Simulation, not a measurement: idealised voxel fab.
The document below concerns the process module designated voxel self aligned vias.
The width of the displayed cross-section, cut, is 260 nm; its cells are square, with a size of 5 nm.
We lay out every cross-section as a grid of square cells and spell it out in bands from the top down, where one band means one or more rows of cells. First you get the band's top height and its bottom height, in nm, and then the materials it's made of, left to right, with each width in nm. If you see a single material with "throughout", that one covers the band edge to edge. "blank" is empty space. We count height from 0. Below that, the starting wafer is all one material. The lowest band never ends at the bottom but goes on down; see "0 nm and below" for how that is written. Width "30..40": first value at the band's top row of cells, second value at its bottom row, equal change from row to row. When a step is marked "everything unchanged", none of the cells in the cross-section changed during that step. What "Non-vented voids" gives you is every empty space of 8 cells or more that is cut off from the top. Each appears as width x height at distance, with the distance taken from the left edge and width, height and distance all in nm. It should be noted that, on the line of a given step, the content following the step's settings is a remark produced by the simulator itself with respect to that step. Steps that use a mask can have "overlay nm" on their line. It says how far the mask sat to the right of where it was meant to be. Negative means to the left.

-- These are the steps we planned for the process
- 1: RECEIVE, material Si
- 2: CONFORMAL_DEP, material SiO2, thk nm 15
- 3: CONFORMAL_DEP, material SiCN, thk nm 5
- 4: DIRECTIONAL_DEP, material SiO2, thk nm 20
- 5: DIRECTIONAL_DEP, material aC, thk nm 10
- 6: PATTERN, tone open, mask id LINES, material resist, width nm 30, pitch nm 60, thk nm 25, overlay nm 0
- 7: DIRECTIONAL_ETCH, etch materials aC, depth nm 10
- 8: STRIP, etch materials resist
- 9: DIRECTIONAL_ETCH, etch materials SiO2, depth nm 20
- 10: STRIP, etch materials aC
- 11: CONFORMAL_DEP, material TiN, thk nm 5
- 12: FILL_DEP, material Ru, thk nm 5
- 13: CMP, height nm 40
- 14: SELECTIVE_ETCH, etch materials W Ru TiN, depth nm 5
- 15: FILL_DEP, material SiN, thk nm 10
- 16: CMP, height nm 40
- 17: DIRECTIONAL_DEP, material SiO2, thk nm 15
- 18: MASKED_ETCH, tone open, mask id VIAS, width nm 40, pitch nm 120, etch materials SiO2, depth nm 15, overlay nm 0
- 19: MASKED_ETCH, tone open, mask id VIAS, width nm 40, pitch nm 120, etch materials SiN, depth nm 5, overlay nm 0
- 20: CONFORMAL_DEP, material TiN, thk nm 5
- 21: FILL_DEP, material Ru, thk nm 10
- 22: CMP, height nm 55
- 23: CONFORMAL_DEP, material SiN, thk nm 5

-- First wafer of two (run as planned)

-- Cross-section of the wafer as it came to us, i.e., already through step 1
- 0 nm and below | Si throughout
- Non-vented voids: none

-- Upon completion of step 2, the wafer appears in cross-section as shown
- 15 nm to 0 nm | SiO2 throughout
- Heights below 0 show no change.

-- Upon completion of step 3, the wafer appears in cross-section as shown
- 20 nm to 15 nm | SiCN throughout
- Heights below 15 show no change.

-- Upon completion of step 4, the wafer appears in cross-section as shown
- 40 nm to 20 nm | SiO2 throughout
- Heights below 20 show no change.

-- Upon completion of step 5, the wafer appears in cross-section as shown
- 50 nm to 40 nm | aC throughout
- Heights below 40 show no change.

-- Upon completion of step 6, the wafer appears in cross-section as shown
- 75 nm to 50 nm | 55 resist, 30 blank, 30 resist, 30 blank, 30 resist, 30 blank, 55 resist
- Heights below 50 show no change.

-- Upon completion of step 7, the wafer appears in cross-section as shown
- 65 nm to 50 nm | 55 resist, 30 blank, 30 resist, 30 blank, 30 resist, 30 blank, 55 resist
- 50 nm to 40 nm | 55 aC, 30 blank, 30 aC, 30 blank, 30 aC, 30 blank, 55 aC
- Heights below 40 show no change.

-- Upon completion of step 8, the wafer appears in cross-section as shown
- 50 nm to 40 nm | 55 aC, 30 blank, 30 aC, 30 blank, 30 aC, 30 blank, 55 aC
- Heights below 40 show no change.

-- Upon completion of step 9, the wafer appears in cross-section as shown
- 50 nm to 40 nm | 55 aC, 30 blank, 30 aC, 30 blank, 30 aC, 30 blank, 55 aC
- 40 nm to 20 nm | 55 SiO2, 30 blank, 30 SiO2, 30 blank, 30 SiO2, 30 blank, 55 SiO2
- Heights below 20 show no change.

-- Upon completion of step 10, the wafer appears in cross-section as shown
- 40 nm to 20 nm | 55 SiO2, 30 blank, 30 SiO2, 30 blank, 30 SiO2, 30 blank, 55 SiO2
- Heights below 20 show no change.

-- Upon completion of step 11, the wafer appears in cross-section as shown
- 45 nm to 40 nm | 60 TiN, 20 blank, 40 TiN, 20 blank, 40 TiN, 20 blank, 60 TiN
- 40 nm to 25 nm | 55 SiO2, 5 TiN, 20 blank, 5 TiN, 30 SiO2, 5 TiN, 20 blank, 5 TiN, 30 SiO2, 5 TiN, 20 blank, 5 TiN, 55 SiO2
- 25 nm to 20 nm | 55 SiO2, 30 TiN, 30 SiO2, 30 TiN, 30 SiO2, 30 TiN, 55 SiO2
- Heights below 20 show no change.

-- Upon completion of step 12, the wafer appears in cross-section as shown
- 50 nm to 45 nm | Ru throughout
- 45 nm to 40 nm | 60 TiN, 20 Ru, 40 TiN, 20 Ru, 40 TiN, 20 Ru, 60 TiN
- 40 nm to 25 nm | 55 SiO2, 5 TiN, 20 Ru, 5 TiN, 30 SiO2, 5 TiN, 20 Ru, 5 TiN, 30 SiO2, 5 TiN, 20 Ru, 5 TiN, 55 SiO2
- Heights below 25 show no change.

-- Upon completion of step 13, the wafer appears in cross-section as shown
- 40 nm to 25 nm | 55 SiO2, 5 TiN, 20 Ru, 5 TiN, 30 SiO2, 5 TiN, 20 Ru, 5 TiN, 30 SiO2, 5 TiN, 20 Ru, 5 TiN, 55 SiO2
- Heights below 25 show no change.

-- Upon completion of step 14, the wafer appears in cross-section as shown
- 40 nm to 35 nm | 55 SiO2, 30 blank, 30 SiO2, 30 blank, 30 SiO2, 30 blank, 55 SiO2
- Heights below 35 show no change.

-- Upon completion of step 15, the wafer appears in cross-section as shown
- 50 nm to 40 nm | SiN throughout
- 40 nm to 35 nm | 55 SiO2, 30 SiN, 30 SiO2, 30 SiN, 30 SiO2, 30 SiN, 55 SiO2
- Heights below 35 show no change.

-- Upon completion of step 16, the wafer appears in cross-section as shown
- 40 nm to 35 nm | 55 SiO2, 30 SiN, 30 SiO2, 30 SiN, 30 SiO2, 30 SiN, 55 SiO2
- Heights below 35 show no change.

-- Upon completion of step 17, the wafer appears in cross-section as shown
- 55 nm to 40 nm | SiO2 throughout
- Heights below 40 show no change.

-- Upon completion of step 18, the wafer appears in cross-section as shown
- 55 nm to 40 nm | 50 SiO2, 40 blank, 80 SiO2, 40 blank, 50 SiO2
- Heights below 40 show no change.

-- Upon completion of step 19, the wafer appears in cross-section as shown
- 55 nm to 40 nm | 50 SiO2, 40 blank, 80 SiO2, 40 blank, 50 SiO2
- 40 nm to 35 nm | 55 SiO2, 30 blank, 30 SiO2, 30 SiN, 30 SiO2, 30 blank, 55 SiO2
- Heights below 35 show no change.

-- Upon completion of step 20, the wafer appears in cross-section as shown
- 60 nm to 55 nm | 55 TiN, 30 blank, 90 TiN, 30 blank, 55 TiN
- 55 nm to 45 nm | 50 SiO2, 5 TiN, 30 blank, 5 TiN, 80 SiO2, 5 TiN, 30 blank, 5 TiN, 50 SiO2
- 45 nm to 40 nm | 50 SiO2, 10 TiN, 20 blank, 10 TiN, 80 SiO2, 10 TiN, 20 blank, 10 TiN, 50 SiO2
- 40 nm to 35 nm | 55 SiO2, 30 TiN, 30 SiO2, 30 SiN, 30 SiO2, 30 TiN, 55 SiO2
- Heights below 35 show no change.

-- Upon completion of step 21, the wafer appears in cross-section as shown
- 70 nm to 60 nm | Ru throughout
- 60 nm to 55 nm | 55 TiN, 30 Ru, 90 TiN, 30 Ru, 55 TiN
- 55 nm to 45 nm | 50 SiO2, 5 TiN, 30 Ru, 5 TiN, 80 SiO2, 5 TiN, 30 Ru, 5 TiN, 50 SiO2
- 45 nm to 40 nm | 50 SiO2, 10 TiN, 20 Ru, 10 TiN, 80 SiO2, 10 TiN, 20 Ru, 10 TiN, 50 SiO2
- Heights below 40 show no change.

-- Upon completion of step 22, the wafer appears in cross-section as shown
- 55 nm to 45 nm | 50 SiO2, 5 TiN, 30 Ru, 5 TiN, 80 SiO2, 5 TiN, 30 Ru, 5 TiN, 50 SiO2
- Heights below 45 show no change.

-- Upon completion of step 23, the wafer appears in cross-section as shown
- 60 nm to 55 nm | SiN throughout
- Heights below 55 show no change.

-- Second wafer, same starting state and plan as the first, one mistake in the run, identical through step 13

-- What the second wafer looks like in cross-section when step 14 should have wrapped up
- 40 nm to 25 nm | 55 SiO2, 30 blank, 30 SiO2, 30 blank, 30 SiO2, 30 blank, 55 SiO2
- Heights below 25 show no change.

-- What the second wafer looks like in cross-section when step 15 should have wrapped up
- 50 nm to 40 nm | SiN throughout
- 40 nm to 25 nm | 55 SiO2, 30 SiN, 30 SiO2, 30 SiN, 30 SiO2, 30 SiN, 55 SiO2
- Heights below 25 show no change.

-- What the second wafer looks like in cross-section when step 16 should have wrapped up
- 40 nm to 25 nm | 55 SiO2, 30 SiN, 30 SiO2, 30 SiN, 30 SiO2, 30 SiN, 55 SiO2
- Heights below 25 show no change.

-- What the second wafer looks like in cross-section when step 17 should have wrapped up
- 55 nm to 40 nm | SiO2 throughout
- Heights below 40 show no change.

-- What the second wafer looks like in cross-section when step 18 should have wrapped up
- 55 nm to 40 nm | 50 SiO2, 40 blank, 80 SiO2, 40 blank, 50 SiO2
- Heights below 40 show no change.

-- What the second wafer looks like in cross-section when step 19 should have wrapped up
- 55 nm to 40 nm | 50 SiO2, 40 blank, 80 SiO2, 40 blank, 50 SiO2
- 40 nm to 35 nm | 55 SiO2, 30 blank, 30 SiO2, 30 SiN, 30 SiO2, 30 blank, 55 SiO2
- Heights below 35 show no change.

-- What the second wafer looks like in cross-section when step 20 should have wrapped up
- 60 nm to 55 nm | 55 TiN, 30 blank, 90 TiN, 30 blank, 55 TiN
- 55 nm to 45 nm | 50 SiO2, 5 TiN, 30 blank, 5 TiN, 80 SiO2, 5 TiN, 30 blank, 5 TiN, 50 SiO2
- 45 nm to 40 nm | 50 SiO2, 10 TiN, 20 blank, 10 TiN, 80 SiO2, 10 TiN, 20 blank, 10 TiN, 50 SiO2
- 40 nm to 35 nm | 55 SiO2, 30 TiN, 30 SiO2, 30 SiN, 30 SiO2, 30 TiN, 55 SiO2
- Heights below 35 show no change.

-- What the second wafer looks like in cross-section when step 21 should have wrapped up
- 70 nm to 60 nm | Ru throughout
- 60 nm to 55 nm | 55 TiN, 30 Ru, 90 TiN, 30 Ru, 55 TiN
- 55 nm to 45 nm | 50 SiO2, 5 TiN, 30 Ru, 5 TiN, 80 SiO2, 5 TiN, 30 Ru, 5 TiN, 50 SiO2
- 45 nm to 40 nm | 50 SiO2, 10 TiN, 20 Ru, 10 TiN, 80 SiO2, 10 TiN, 20 Ru, 10 TiN, 50 SiO2
- Heights below 40 show no change.

-- What the second wafer looks like in cross-section when step 22 should have wrapped up
- 55 nm to 45 nm | 50 SiO2, 5 TiN, 30 Ru, 5 TiN, 80 SiO2, 5 TiN, 30 Ru, 5 TiN, 50 SiO2
- Heights below 45 show no change.

-- What the second wafer looks like in cross-section when step 23 should have wrapped up
- 60 nm to 55 nm | SiN throughout
- Heights below 55 show no change.
What broke from the plan during processing? note that step 14 departed from the planned setting and was carried out as SELECTIVE_ETCH, etch materials W Ru TiN, depth nm 15
The second wafer ends with more or fewer cells of some materials than the first, per final count: 24 fewer of Ru; 36 more of SiN; 12 fewer of TiN
